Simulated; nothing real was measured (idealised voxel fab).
The document below concerns the process module designated voxel transistor to metal.
Pictured: cross-section cut, 200 nm wide, on a grid of 5 nm square cells.
Cross-section layout: square cells on a grid; listed as bands, top to bottom; a band spans one or more cell rows. A band entry consists of two parts. The first gives the height of the band's top and the height of its bottom, in nm. The rest lists the band's materials from left to right, each with its width in nm. A single material labelled with the word "full width" fills the band from edge to edge, and the word "empty" marks empty space. The level at which height equals 0 is the one under which the wafer, as it arrives, is entirely one material. No lower edge exists for the bottom band, which continues downward and is notated as in "top 0, no bottom". Graded width ("30 to 40"): value in top row of band = first number; value in bottom row = second number; row-to-row change constant. Key: "nothing was modified" - step with no changed cell in the cross-section. "Closed empty spaces" means: voids of 8 cells or more that are shut off from the top with no open way through. Written width x height at distance, distance from the left edge, in nm. Note: text after step settings on the step line = simulator remark on that step. "overlay nm" denotes, for a step that has a mask, the displacement of the mask to the right of its planned place, with negative values corresponding to the left. Read each pair as before and after one process step. The after cross-section shows only down to the lowest band that changed. The step between them and its settings are given below the pair. Pairs can come from different runs of this module on the same starting wafer. A pair continues from the pair above only where its "Pre-step cross-section" entry says so.

Pre-step cross-section:
- top 0, no bottom: Si full width
- Closed empty spaces: none

Step Outcome:
- top 0, bottom -5: SiO2 full width
- For the remainder of the cross-section, below -5, there is no change.
- Closed empty spaces: none
Link between the two cross-sections above: OXIDIZE | depth nm 5

Pre-step cross-section: same picture as after in the pair right above, so we don't repeat it.

Step Outcome:
- top 10, bottom 0: SiN full width
- For the remainder of the cross-section, below 0, there is no change.
- Closed empty spaces: none
Link between the two cross-sections above: CONFORMAL_DEP | material SiN | thk nm 10

Pre-step cross-section: same picture as after in the pair right above, so we don't repeat it.

Step Outcome:
- top 20, bottom 10: aC full width
- For the remainder of the cross-section, below 10, there is no change.
- Closed empty spaces: none
Link between the two cross-sections above: DIRECTIONAL_DEP | material aC | thk nm 10

Pre-step cross-section: same picture as after in the pair right above, so we don't repeat it.

Step Outcome:
- top 50, bottom 20: 40 of empty / 115 of resist / 45 of empty
- For the remainder of the cross-section, below 20, there is no change.
- Closed empty spaces: none
Link between the two cross-sections above: PATTERN | tone cover | mask id ACTIVE | material resist | width nm 115 | thk nm 30 | overlay nm 0

Pre-step cross-section: same picture as after in the pair right above, so we don't repeat it.

Step Outcome:
- top 40, bottom 20: 40 of empty / 115 of resist / 45 of empty
- top 20, bottom 10: 40 of empty / 115 of aC / 45 of empty
- For the remainder of the cross-section, below 10, there is no change.
- Closed empty spaces: none
Link between the two cross-sections above: DIRECTIONAL_ETCH | etch materials aC | depth nm 10

Pre-step cross-section: same picture as after in the pair right above, so we don't repeat it.

Step Outcome:
- top 20, bottom 10: 40 of empty / 115 of aC / 45 of empty
- For the remainder of the cross-section, below 10, there is no change.
- Closed empty spaces: none
Link between the two cross-sections above: STRIP | etch materials resist

Pre-step cross-section: same picture as after in the pair right above, so we don't repeat it.

Step Outcome:
- top 20, bottom 10: 40 of empty / 115 of aC / 45 of empty
- top 10, bottom 0: 40 of empty / 115 of SiN / 45 of empty
- For the remainder of the cross-section, below 0, there is no change.
- Closed empty spaces: none
Link between the two cross-sections above: DIRECTIONAL_ETCH | etch materials SiN | depth nm 10

Pre-step cross-section: same picture as after in the pair right above, so we don't repeat it.

Step Outcome:
- top 20, bottom 10: 40 of empty / 115 of aC / 45 of empty
- top 10, bottom 0: 40 of empty / 115 of SiN / 45 of empty
- top 0, bottom -5: 40 of empty / 115 of SiO2 / 45 of empty
- For the remainder of the cross-section, below -5, there is no change.
- Closed empty spaces: none
Link between the two cross-sections above: DIRECTIONAL_ETCH | etch materials SiO2 | depth nm 5

Pre-step cross-section: same picture as after in the pair right above, so we don't repeat it.

Step Outcome:
- top 20, bottom 10: 40 of empty / 115 of aC / 45 of empty
- top 10, bottom 0: 40 of empty / 115 of SiN / 45 of empty
- top 0, bottom -5: 40 of empty / 115 of SiO2 / 45 of empty
- top -5, bottom -25: 40 of empty / 115 of Si / 45 of empty
- For the remainder of the cross-section, below -25, there is no change.
- Closed empty spaces: none
Link between the two cross-sections above: DIRECTIONAL_ETCH | etch materials Si | depth nm 20

Pre-step cross-section: same picture as after in the pair right above, so we don't repeat it.

Step Outcome:
- top 10, bottom 0: 40 of empty / 115 of SiN / 45 of empty
- For the remainder of the cross-section, below 0, there is no change.
- Closed empty spaces: none
Link between the two cross-sections above: STRIP | etch materials aC

Pre-step cross-section: same picture as after in the pair right above, so we don't repeat it.

Step Outcome:
- top 10, bottom 0: 40 of empty / 115 of SiN / 45 of empty
- top 0, bottom -5: 40 of empty / 115 of SiO2 / 45 of empty
- top -5, bottom -25: 40 of empty / 5 of SiO2 / 105 of Si / 5 of SiO2 / 45 of empty
- top -25, bottom -30: 45 of SiO2 / 105 of Si / 50 of SiO2
- For the remainder of the cross-section, below -30, there is no change.
- Closed empty spaces: none
Link between the two cross-sections above: OXIDIZE | depth nm 5

Pre-step cross-section: same picture as after in the pair right above, so we don't repeat it.

Step Outcome:
- top 15, bottom 10: SiO2 full width
- top 10, bottom 0: 40 of SiO2 / 115 of SiN / 45 of SiO2
- top 0, bottom -5: SiO2 full width
- top -5, bottom -30: 45 of SiO2 / 105 of Si / 50 of SiO2
- For the remainder of the cross-section, below -30, there is no change.
- Closed empty spaces: none
Link between the two cross-sections above: FILL_DEP | material SiO2 | thk nm 5

Pre-step cross-section: same picture as after in the pair right above, so we don't repeat it.

Step Outcome:
- top 10, bottom 0: 40 of SiO2 / 115 of SiN / 45 of SiO2
- For the remainder of the cross-section, below 0, there is no change.
- Closed empty spaces: none
Link between the two cross-sections above: CMP | height nm 10

Pre-step cross-section: same picture as after in the pair right above, so we don't repeat it.

Step Outcome:
- top 10, bottom 5: 40 of empty / 115 of SiN / 45 of empty
- For the remainder of the cross-section, below 5, there is no change.
- Closed empty spaces: none
Link between the two cross-sections above: SELECTIVE_ETCH | etch materials SiO2 | depth nm 5

Pre-step cross-section: same picture as after in the pair right above, so we don't repeat it.

Step Outcome:
- top 5, bottom 0: 40 of SiO2 / 115 of empty / 45 of SiO2
- For the remainder of the cross-section, below 0, there is no change.
- Closed empty spaces: none
Link between the two cross-sections above: STRIP | etch materials SiN

Pre-step cross-section: same picture as after in the pair right above, so we don't repeat it.

Step Outcome:
- top 0, bottom -5: 35 of SiO2 / 125 of empty / 40 of SiO2
- For the remainder of the cross-section, below -5, there is no change.
- Closed empty spaces: none
Link between the two cross-sections above: SELECTIVE_ETCH | etch materials SiO2 | depth nm 5

Pre-step cross-section: same picture as after in the pair right above, so we don't repeat it.

Step Outcome:
- top 0, bottom -5: 35 of SiO2 / 125 of empty / 40 of SiO2
- top -5, bottom -10: SiO2 full width
- For the remainder of the cross-section, below -10, there is no change.
- Closed empty spaces: none
Link between the two cross-sections above: OXIDIZE | depth nm 5

Pre-step cross-section: same picture as after in the pair right above, so we don't repeat it.

Step Outcome:
- top 25, bottom 20: 35 of polySi / 125 of empty / 40 of polySi
- top 20, bottom 0: polySi full width
- top 0, bottom -5: 35 of SiO2 / 125 of polySi / 40 of SiO2
- For the remainder of the cross-section, below -5, there is no change.
- Closed empty spaces: none
Link between the two cross-sections above: DIRECTIONAL_DEP | material polySi | thk nm 25

Pre-step cross-section: same picture as after in the pair right above, so we don't repeat it.

Step Outcome:
- top 40, bottom 35: 35 of SiCN / 125 of empty / 40 of SiCN
- top 35, bottom 25: SiCN full width
- top 25, bottom 20: 35 of polySi / 125 of SiCN / 40 of polySi
- For the remainder of the cross-section, below 20, there is no change.
- Closed empty spaces: none
Link between the two cross-sections above: DIRECTIONAL_DEP | material SiCN | thk nm 15

Pre-step cross-section: same picture as after in the pair right above, so we don't repeat it.

Step Outcome:
- top 55, bottom 40: 80 of empty / 35 of resist / 85 of empty
- top 40, bottom 35: 35 of SiCN / 45 of empty / 35 of resist / 45 of empty / 40 of SiCN
- For the remainder of the cross-section, below 35, there is no change.
- Closed empty spaces: none
Link between the two cross-sections above: PATTERN | tone cover | mask id GATE | material resist | width nm 35 | thk nm 15 | overlay nm 0

Pre-step cross-section: same picture as after in the pair right above, so we don't repeat it.

Step Outcome:
- top 55, bottom 35: 80 of empty / 35 of resist / 85 of empty
- top 35, bottom 25: 80 of empty / 35 of SiCN / 85 of empty
- top 25, bottom 20: 35 of polySi / 45 of empty / 35 of SiCN / 45 of empty / 40 of polySi
- For the remainder of the cross-section, below 20, there is no change.
- Closed empty spaces: none
Link between the two cross-sections above: DIRECTIONAL_ETCH | etch materials SiCN | depth nm 25

Pre-step cross-section: same picture as after in the pair right above, so we don't repeat it.

Step Outcome:
- top 55, bottom 35: 80 of empty / 35 of resist / 85 of empty
- top 35, bottom 20: 80 of empty / 35 of SiCN / 85 of empty
- top 20, bottom 0: 80 of empty / 35 of polySi / 85 of empty
- top 0, bottom -5: 35 of SiO2 / 45 of empty / 35 of polySi / 45 of empty / 40 of SiO2
- For the remainder of the cross-section, below -5, there is no change.
- Closed empty spaces: none
Link between the two cross-sections above: DIRECTIONAL_ETCH | etch materials polySi | depth nm 35

Pre-step cross-section: same picture as after in the pair right above, so we don't repeat it.

Step Outcome:
- top 35, bottom 20: 80 of empty / 35 of SiCN / 85 of empty
- For the remainder of the cross-section, below 20, there is no change.
- Closed empty spaces: none
Link between the two cross-sections above: STRIP | etch materials resist

Pre-step cross-section: same picture as after in the pair right above, so we don't repeat it.

Step Outcome:
- top 40, bottom 35: 75 of empty / 45 of SiN / 80 of empty
- top 35, bottom 20: 75 of empty / 5 of SiN / 35 of SiCN / 5 of SiN / 80 of empty
- top 20, bottom 5: 75 of empty / 5 of SiN / 35 of polySi / 5 of SiN / 80 of empty
- top 5, bottom 0: 40 of SiN / 35 of empty / 5 of SiN / 35 of polySi / 5 of SiN / 35 of empty / 45 of SiN
- top 0, bottom -5: 35 of SiO2 / 45 of SiN / 35 of polySi / 45 of SiN / 40 of SiO2
- For the remainder of the cross-section, below -5, there is no change.
- Closed empty spaces: none
Link between the two cross-sections above: CONFORMAL_DEP | material SiN | thk nm 5

Pre-step cross-section: same picture as after in the pair right above, so we don't repeat it.

Step Outcome:
- top 35, bottom 20: 75 of empty / 5 of SiN / 35 of SiCN / 5 of SiN / 80 of empty
- top 20, bottom 0: 75 of empty / 5 of SiN / 35 of polySi / 5 of SiN / 80 of empty
- top 0, bottom -5: 35 of SiO2 / 5 of SiN / 35 of empty / 5 of SiN / 35 of polySi / 5 of SiN / 35 of empty / 5 of SiN / 40 of SiO2
- For the remainder of the cross-section, below -5, there is no change.
- Closed empty spaces: none
Link between the two cross-sections above: DIRECTIONAL_ETCH | etch materials SiN | depth nm 5

Pre-step cross-section: same picture as after in the pair right above, so we don't repeat it.

Step Outcome:
- top 35, bottom 20: 75 of empty / 5 of SiN / 35 of SiCN / 5 of SiN / 80 of empty
- top 20, bottom 0: 75 of empty / 5 of SiN / 35 of polySi / 5 of SiN / 80 of empty
- top 0, bottom -5: 35 of empty / 5 of SiN / 35 of empty / 5 of SiN / 35 of polySi / 5 of SiN / 35 of empty / 5 of SiN / 40 of empty
- top -5, bottom -10: 40 of SiO2 / 35 of empty / 45 of SiO2 / 35 of empty / 45 of SiO2
- For the remainder of the cross-section, below -10, there is no change.
- Closed empty spaces: none
Link between the two cross-sections above: DIRECTIONAL_ETCH | etch materials SiO2 | depth nm 5

Pre-step cross-section: same picture as after in the pair right above, so we don't repeat it.

Step Outcome:
- top 35, bottom 20: 75 of empty / 5 of SiN / 35 of SiCN / 5 of SiN / 80 of empty
- top 20, bottom 0: 75 of empty / 5 of SiN / 35 of polySi / 5 of SiN / 80 of empty
- top 0, bottom -5: 35 of empty / 5 of SiN / 35 of empty / 5 of SiN / 35 of polySi / 5 of SiN / 35 of empty / 5 of SiN / 40 of empty
- top -5, bottom -10: 40 of SiO2 / 35 of empty / 45 of SiO2 / 35 of empty / 45 of SiO2
- top -10, bottom -20: 45 of SiO2 / 30 of empty / 45 of Si / 30 of empty / 50 of SiO2
- For the remainder of the cross-section, below -20, there is no change.
- Closed empty spaces: none
Link between the two cross-sections above: DIRECTIONAL_ETCH | etch materials Si | depth nm 10

Pre-step cross-section: same picture as after in the pair right above, so we don't repeat it.

Step Outcome:
- top 35, bottom 20: 75 of empty / 5 of SiN / 35 of SiCN / 5 of SiN / 80 of empty
- top 20, bottom 5: 75 of empty / 5 of SiN / 35 of polySi / 5 of SiN / 80 of empty
- top 5, bottom 0: 60 of empty / 15 of pSi / 5 of SiN / 35 of polySi / 5 of SiN / 15 of pSi / 65 of empty
- top 0, bottom -5: 35 of empty / 5 of SiN / 20 of empty / 15 of pSi / 5 of SiN / 35 of polySi / 5 of SiN / 15 of pSi / 20 of empty / 5 of SiN / 40 of empty
- top -5, bottom -10: 40 of SiO2 / 35 of pSi / 45 of SiO2 / 35 of pSi / 45 of SiO2
- top -10, bottom -20: 45 of SiO2 / 30 of pSi / 45 of Si / 30 of pSi / 50 of SiO2
- For the remainder of the cross-section, below -20, there is no change.
- Closed empty spaces: none
Link between the two cross-sections above: EPI | material pSi | thk nm 15

Pre-step cross-section: same picture as after in the pair right above, so we don't repeat it.

Step Outcome:
- top 45, bottom 35: SiO2 full width
- top 35, bottom 20: 75 of SiO2 / 5 of SiN / 35 of SiCN / 5 of SiN / 80 of SiO2
- top 20, bottom 5: 75 of SiO2 / 5 of SiN / 35 of polySi / 5 of SiN / 80 of SiO2
- top 5, bottom 0: 60 of SiO2 / 15 of pSi / 5 of SiN / 35 of polySi / 5 of SiN / 15 of pSi / 65 of SiO2
- top 0, bottom -5: 35 of SiO2 / 5 of SiN / 20 of SiO2 / 15 of pSi / 5 of SiN / 35 of polySi / 5 of SiN / 15 of pSi / 20 of SiO2 / 5 of SiN / 40 of SiO2
- For the remainder of the cross-section, below -5, there is no change.
- Closed empty spaces: none
Link between the two cross-sections above: FILL_DEP | material SiO2 | thk nm 10

Pre-step cross-section: same picture as after in the pair right above, so we don't repeat it.

Step Outcome:
- top 20, bottom 5: 75 of SiO2 / 5 of SiN / 35 of polySi / 5 of SiN / 80 of SiO2
- For the remainder of the cross-section, below 5, there is no change.
- Closed empty spaces: none
Link between the two cross-sections above: CMP | height nm 20

Pre-step cross-section: same picture as after in the pair right above, so we don't repeat it.

Step Outcome:
- top 20, bottom 5: 75 of SiO2 / 5 of SiN / 35 of empty / 5 of SiN / 80 of SiO2
- top 5, bottom 0: 60 of SiO2 / 15 of pSi / 5 of SiN / 35 of empty / 5 of SiN / 15 of pSi / 65 of SiO2
- top 0, bottom -5: 35 of SiO2 / 5 of SiN / 20 of SiO2 / 15 of pSi / 5 of SiN / 35 of empty / 5 of SiN / 15 of pSi / 20 of SiO2 / 5 of SiN / 40 of SiO2
- For the remainder of the cross-section, below -5, there is no change.
- Closed empty spaces: none
Link between the two cross-sections above: STRIP | etch materials polySi

Pre-step cross-section: same picture as after in the pair right above, so we don't repeat it.

Step Outcome:
- top 20, bottom 15: 75 of empty / 5 of SiN / 35 of empty / 5 of SiN / 80 of empty
- top 15, bottom 5: 75 of SiO2 / 5 of SiN / 35 of empty / 5 of SiN / 80 of SiO2
- top 5, bottom 0: 60 of SiO2 / 15 of pSi / 5 of SiN / 35 of empty / 5 of SiN / 15 of pSi / 65 of SiO2
- top 0, bottom -5: 35 of SiO2 / 5 of SiN / 20 of SiO2 / 15 of pSi / 5 of SiN / 35 of empty / 5 of SiN / 15 of pSi / 20 of SiO2 / 5 of SiN / 40 of SiO2
- top -5, bottom -10: 40 of SiO2 / 35 of pSi / 45 of empty / 35 of pSi / 45 of SiO2
- For the remainder of the cross-section, below -10, there is no change.
- Closed empty spaces: none
Link between the two cross-sections above: SELECTIVE_ETCH | etch materials SiO2 | depth nm 5

Pre-step cross-section: same picture as after in the pair right above, so we don't repeat it.

Step Outcome:
- top 25, bottom 20: 70 of empty / 15 of HfO2 / 25 of empty / 15 of HfO2 / 75 of empty
- top 20, bottom 15: 75 of HfO2 / 5 of SiN / 5 of HfO2 / 25 of empty / 5 of HfO2 / 5 of SiN / 80 of HfO2
- top 15, bottom 5: 75 of SiO2 / 5 of SiN / 5 of HfO2 / 25 of empty / 5 of HfO2 / 5 of SiN / 80 of SiO2
- top 5, bottom 0: 60 of SiO2 / 15 of pSi / 5 of SiN / 5 of HfO2 / 25 of empty / 5 of HfO2 / 5 of SiN / 15 of pSi / 65 of SiO2
- top 0, bottom -5: 35 of SiO2 / 5 of SiN / 20 of SiO2 / 15 of pSi / 5 of SiN / 5 of HfO2 / 25 of empty / 5 of HfO2 / 5 of SiN / 15 of pSi / 20 of SiO2 / 5 of SiN / 40 of SiO2
- top -5, bottom -10: 40 of SiO2 / 35 of pSi / 45 of HfO2 / 35 of pSi / 45 of SiO2
- For the remainder of the cross-section, below -10, there is no change.
- Closed empty spaces: none
Link between the two cross-sections above: CONFORMAL_DEP | material HfO2 | thk nm 5

Pre-step cross-section: same picture as after in the pair right above, so we don't repeat it.

Step Outcome:
- top 30, bottom 25: 65 of empty / 25 of TiN / 15 of empty / 25 of TiN / 70 of empty
- top 25, bottom 20: 70 of TiN / 15 of HfO2 / 5 of TiN / 15 of empty / 5 of TiN / 15 of HfO2 / 75 of TiN
- top 20, bottom 15: 75 of HfO2 / 5 of SiN / 5 of HfO2 / 5 of TiN / 15 of empty / 5 of TiN / 5 of HfO2 / 5 of SiN / 80 of HfO2
- top 15, bottom 5: 75 of SiO2 / 5 of SiN / 5 of HfO2 / 5 of TiN / 15 of empty / 5 of TiN / 5 of HfO2 / 5 of SiN / 80 of SiO2
- top 5, bottom 0: 60 of SiO2 / 15 of pSi / 5 of SiN / 5 of HfO2 / 5 of TiN / 15 of empty / 5 of TiN / 5 of HfO2 / 5 of SiN / 15 of pSi / 65 of SiO2
- top 0, bottom -5: 35 of SiO2 / 5 of SiN / 20 of SiO2 / 15 of pSi / 5 of SiN / 5 of HfO2 / 25 of TiN / 5 of HfO2 / 5 of SiN / 15 of pSi / 20 of SiO2 / 5 of SiN / 40 of SiO2
- For the remainder of the cross-section, below -5, there is no change.
- Closed empty spaces: none
Link between the two cross-sections above: CONFORMAL_DEP | material TiN | thk nm 5

Pre-step cross-section: same picture as after in the pair right above, so we don't repeat it.

Step Outcome:
- top 40, bottom 30: W full width
- top 30, bottom 25: 65 of W / 25 of TiN / 15 of W / 25 of TiN / 70 of W
- top 25, bottom 20: 70 of TiN / 15 of HfO2 / 5 of TiN / 15 of W / 5 of TiN / 15 of HfO2 / 75 of TiN
- top 20, bottom 15: 75 of HfO2 / 5 of SiN / 5 of HfO2 / 5 of TiN / 15 of W / 5 of TiN / 5 of HfO2 / 5 of SiN / 80 of HfO2
- top 15, bottom 5: 75 of SiO2 / 5 of SiN / 5 of HfO2 / 5 of TiN / 15 of W / 5 of TiN / 5 of HfO2 / 5 of SiN / 80 of SiO2
- top 5, bottom 0: 60 of SiO2 / 15 of pSi / 5 of SiN / 5 of HfO2 / 5 of TiN / 15 of W / 5 of TiN / 5 of HfO2 / 5 of SiN / 15 of pSi / 65 of SiO2
- For the remainder of the cross-section, below 0, there is no change.
- Closed empty spaces: none
Link between the two cross-sections above: FILL_DEP | material W | thk nm 10

Pre-step cross-section: same picture as after in the pair right above, so we don't repeat it.

Step Outcome:
- top 15, bottom 5: 75 of SiO2 / 5 of SiN / 5 of HfO2 / 5 of TiN / 15 of W / 5 of TiN / 5 of HfO2 / 5 of SiN / 80 of SiO2
- For the remainder of the cross-section, below 5, there is no change.
- Closed empty spaces: none
Link between the two cross-sections above: CMP | height nm 15

Pre-step cross-section: same picture as after in the pair right above, so we don't repeat it.

Step Outcome:
- top 25, bottom 15: SiO2 full width
- For the remainder of the cross-section, below 15, there is no change.
- Closed empty spaces: none
Link between the two cross-sections above: DIRECTIONAL_DEP | material SiO2 | thk nm 10

Pre-step cross-section: same picture as after in the pair right above, so we don't repeat it.

Step Outcome:
- top 25, bottom 15: 50 of SiO2 / 15 of empty / 65 of SiO2 / 15 of empty / 55 of SiO2
- top 15, bottom 5: 50 of SiO2 / 15 of empty / 10 of SiO2 / 5 of SiN / 5 of HfO2 / 5 of TiN / 15 of W / 5 of TiN / 5 of HfO2 / 5 of SiN / 10 of SiO2 / 15 of empty / 55 of SiO2
- top 5, bottom 0: 50 of SiO2 / 10 of empty / 15 of pSi / 5 of SiN / 5 of HfO2 / 5 of TiN / 15 of W / 5 of TiN / 5 of HfO2 / 5 of SiN / 15 of pSi / 10 of empty / 55 of SiO2
- top 0, bottom -5: 35 of SiO2 / 5 of SiN / 10 of SiO2 / 10 of empty / 15 of pSi / 5 of SiN / 5 of HfO2 / 25 of TiN / 5 of HfO2 / 5 of SiN / 15 of pSi / 10 of empty / 10 of SiO2 / 5 of SiN / 40 of SiO2
- For the remainder of the cross-section, below -5, there is no change.
- Closed empty spaces: none
Link between the two cross-sections above: MASKED_ETCH | tone open | mask id CONTACT | width nm 15 | pitch nm 80 | etch materials SiO2 | depth nm 30 | overlay nm 0

Pre-step cross-section: same picture as after in the pair right above, so we don't repeat it.

Step Outcome:
- top 30, bottom 25: 55 of TiN / 5 of empty / 75 of TiN / 5 of empty / 60 of TiN
- top 25, bottom 15: 50 of SiO2 / 5 of TiN / 5 of empty / 5 of TiN / 65 of SiO2 / 5 of TiN / 5 of empty / 5 of TiN / 55 of SiO2
- top 15, bottom 10: 50 of SiO2 / 5 of TiN / 5 of empty / 5 of TiN / 10 of SiO2 / 5 of SiN / 5 of HfO2 / 5 of TiN / 15 of W / 5 of TiN / 5 of HfO2 / 5 of SiN / 10 of SiO2 / 5 of TiN / 5 of empty / 5 of TiN / 55 of SiO2
- top 10, bottom 5: 50 of SiO2 / 15 of TiN / 10 of SiO2 / 5 of SiN / 5 of HfO2 / 5 of TiN / 15 of W / 5 of TiN / 5 of HfO2 / 5 of SiN / 10 of SiO2 / 15 of TiN / 55 of SiO2
- top 5, bottom 0: 50 of SiO2 / 10 of TiN / 15 of pSi / 5 of SiN / 5 of HfO2 / 5 of TiN / 15 of W / 5 of TiN / 5 of HfO2 / 5 of SiN / 15 of pSi / 10 of TiN / 55 of SiO2
- top 0, bottom -5: 35 of SiO2 / 5 of SiN / 10 of SiO2 / 10 of TiN / 15 of pSi / 5 of SiN / 5 of HfO2 / 25 of TiN / 5 of HfO2 / 5 of SiN / 15 of pSi / 10 of TiN / 10 of SiO2 / 5 of SiN / 40 of SiO2
- For the remainder of the cross-section, below -5, there is no change.
- Closed empty spaces: none
Link between the two cross-sections above: CONFORMAL_DEP | material TiN | thk nm 5

Pre-step cross-section: same picture as after in the pair right above, so we don't repeat it.

Step Outcome:
- top 40, bottom 30: Ru full width
- top 30, bottom 25: 55 of TiN / 5 of Ru / 75 of TiN / 5 of Ru / 60 of TiN
- top 25, bottom 15: 50 of SiO2 / 5 of TiN / 5 of Ru / 5 of TiN / 65 of SiO2 / 5 of TiN / 5 of Ru / 5 of TiN / 55 of SiO2
- top 15, bottom 10: 50 of SiO2 / 5 of TiN / 5 of Ru / 5 of TiN / 10 of SiO2 / 5 of SiN / 5 of HfO2 / 5 of TiN / 15 of W / 5 of TiN / 5 of HfO2 / 5 of SiN / 10 of SiO2 / 5 of TiN / 5 of Ru / 5 of TiN / 55 of SiO2
- For the remainder of the cross-section, below 10, there is no change.
- Closed empty spaces: none
Link between the two cross-sections above: FILL_DEP | material Ru | thk nm 10

Pre-step cross-section: same picture as after in the pair right above, so we don't repeat it.

Step Outcome:
- top 25, bottom 15: 50 of SiO2 / 5 of TiN / 5 of Ru / 5 of TiN / 65 of SiO2 / 5 of TiN / 5 of Ru / 5 of TiN / 55 of SiO2
- For the remainder of the cross-section, below 15, there is no change.
- Closed empty spaces: none
Link between the two cross-sections above: CMP | height nm 25

Pre-step cross-section: same picture as after in the pair right above, so we don't repeat it.

Step Outcome:
- top 30, bottom 25: SiN full width
- For the remainder of the cross-section, below 25, there is no change.
- Closed empty spaces: none
Link between the two cross-sections above: CONFORMAL_DEP | material SiN | thk nm 5

Pre-step cross-section: same picture as after in the pair right above, so we don't repeat it.

Step Outcome:
- top 50, bottom 30: SiO2 full width
- For the remainder of the cross-section, below 30, there is no change.
- Closed empty spaces: none
Link between the two cross-sections above: DIRECTIONAL_DEP | material SiO2 | thk nm 20

Pre-step cross-section: same picture as after in the pair right above, so we don't repeat it.

Step Outcome:
- top 50, bottom 30: 50 of SiO2 / 15 of empty / 65 of SiO2 / 15 of empty / 55 of SiO2
- For the remainder of the cross-section, below 30, there is no change.
- Closed empty spaces: none
Link between the two cross-sections above: MASKED_ETCH | tone open | mask id METAL_1 | width nm 15 | pitch nm 80 | etch materials SiO2 | depth nm 20 | overlay nm 0

Pre-step cross-section: same picture as after in the pair right above, so we don't repeat it.

Step Outcome:
- top 50, bottom 30: 50 of SiO2 / 15 of empty / 65 of SiO2 / 15 of empty / 55 of SiO2
- top 30, bottom 25: 50 of SiN / 15 of empty / 65 of SiN / 15 of empty / 55 of SiN
- For the remainder of the cross-section, below 25, there is no change.
- Closed empty spaces: none
Link between the two cross-sections above: MASKED_ETCH | tone open | mask id METAL_1 | width nm 15 | pitch nm 80 | etch materials SiN | depth nm 5 | overlay nm 0

Pre-step cross-section: same picture as after in the pair right above, so we don't repeat it.

Step Outcome:
- top 55, bottom 50: 55 of TiN / 5 of empty / 75 of TiN / 5 of empty / 60 of TiN
- top 50, bottom 30: 50 of SiO2 / 5 of TiN / 5 of empty / 5 of TiN / 65 of SiO2 / 5 of TiN / 5 of empty / 5 of TiN / 55 of SiO2
- top 30, bottom 25: 50 of SiN / 15 of TiN / 65 of SiN / 15 of TiN / 55 of SiN
- For the remainder of the cross-section, below 25, there is no change.
- Closed empty spaces: none
Link between the two cross-sections above: CONFORMAL_DEP | material TiN | thk nm 5

Pre-step cross-section: same picture as after in the pair right above, so we don't repeat it.

Step Outcome:
- top 60, bottom 55: Cu full width
- top 55, bottom 50: 55 of TiN / 5 of Cu / 75 of TiN / 5 of Cu / 60 of TiN
- top 50, bottom 30: 50 of SiO2 / 5 of TiN / 5 of Cu / 5 of TiN / 65 of SiO2 / 5 of TiN / 5 of Cu / 5 of TiN / 55 of SiO2
- For the remainder of the cross-section, below 30, there is no change.
- Closed empty spaces: none
Link between the two cross-sections above: FILL_DEP | material Cu | thk nm 5

Pre-step cross-section: same picture as after in the pair right above, so we don't repeat it.

Step Outcome:
- top 50, bottom 30: 50 of SiO2 / 5 of TiN / 5 of Cu / 5 of TiN / 65 of SiO2 / 5 of TiN / 5 of Cu / 5 of TiN / 55 of SiO2
- For the remainder of the cross-section, below 30, there is no change.
- Closed empty spaces: none
Link between the two cross-sections above: CMP | height nm 50

Pre-step cross-section: same picture as after in the pair right above, so we don't repeat it.

Step Outcome:
- top 55, bottom 50: 45 of empty / 25 of Ru / 55 of empty / 25 of Ru / 50 of empty
- For the remainder of the cross-section, below 50, there is no change.
- Closed empty spaces: none
Link between the two cross-sections above: EPI | material Ru | thk nm 5

Pre-step cross-section: same picture as after in the pair right above, so we don't repeat it.

Step Outcome:
- top 60, bottom 55: SiCN full width
- top 55, bottom 50: 45 of SiCN / 25 of Ru / 55 of SiCN / 25 of Ru / 50 of SiCN
- For the remainder of the cross-section, below 50, there is no change.
- Closed empty spaces: none
Link between the two cross-sections above: FILL_DEP | material SiCN | thk nm 5

Pre-step cross-section:
- top 40, bottom 30: Ru full width
- top 30, bottom 25: 55 of TiN / 5 of Ru / 75 of TiN / 5 of Ru / 60 of TiN
- top 25, bottom 15: 50 of SiO2 / 5 of TiN / 5 of Ru / 5 of TiN / 65 of SiO2 / 5 of TiN / 5 of Ru / 5 of TiN / 55 of SiO2
- top 15, bottom 10: 50 of SiO2 / 5 of TiN / 5 of Ru / 5 of TiN / 10 of SiO2 / 5 of SiN / 5 of HfO2 / 5 of TiN / 15 of W / 5 of TiN / 5 of HfO2 / 5 of SiN / 10 of SiO2 / 5 of TiN / 5 of Ru / 5 of TiN / 55 of SiO2
- top 10, bottom 5: 50 of SiO2 / 15 of TiN / 10 of SiO2 / 5 of SiN / 5 of HfO2 / 5 of TiN / 15 of W / 5 of TiN / 5 of HfO2 / 5 of SiN / 10 of SiO2 / 15 of TiN / 55 of SiO2
- top 5, bottom 0: 50 of SiO2 / 10 of TiN / 15 of pSi / 5 of SiN / 5 of HfO2 / 5 of TiN / 15 of W / 5 of TiN / 5 of HfO2 / 5 of SiN / 15 of pSi / 10 of TiN / 55 of SiO2
- top 0, bottom -5: 35 of SiO2 / 5 of SiN / 10 of SiO2 / 10 of TiN / 15 of pSi / 5 of SiN / 5 of HfO2 / 25 of TiN / 5 of HfO2 / 5 of SiN / 15 of pSi / 10 of TiN / 10 of SiO2 / 5 of SiN / 40 of SiO2
- top -5, bottom -10: 40 of SiO2 / 35 of pSi / 45 of HfO2 / 35 of pSi / 45 of SiO2
- top -10, bottom -20: 45 of SiO2 / 30 of pSi / 45 of Si / 30 of pSi / 50 of SiO2
- top -20, bottom -30: 45 of SiO2 / 105 of Si / 50 of SiO2
- top -30, no bottom: Si full width
- Closed empty spaces: none

Step Outcome:
- top 45, bottom 40: SiN full width
- For the remainder of the cross-section, below 40, there is no change.
- Closed empty spaces: none
Link between the two cross-sections above: CONFORMAL_DEP | material SiN | thk nm 5

Pre-step cross-section: same picture as after in the pair right above, so we don't repeat it.

Step Outcome:
- top 65, bottom 45: SiO2 full width
- For the remainder of the cross-section, below 45, there is no change.
- Closed empty spaces: none
Link between the two cross-sections above: DIRECTIONAL_DEP | material SiO2 | thk nm 20

Pre-step cross-section: same picture as after in the pair right above, so we don't repeat it.

Step Outcome:
- top 65, bottom 45: 50 of SiO2 / 15 of empty / 65 of SiO2 / 15 of empty / 55 of SiO2
- For the remainder of the cross-section, below 45, there is no change.
- Closed empty spaces: none
Link between the two cross-sections above: MASKED_ETCH | tone open | mask id METAL_1 | width nm 15 | pitch nm 80 | etch materials SiO2 | depth nm 20 | overlay nm 0
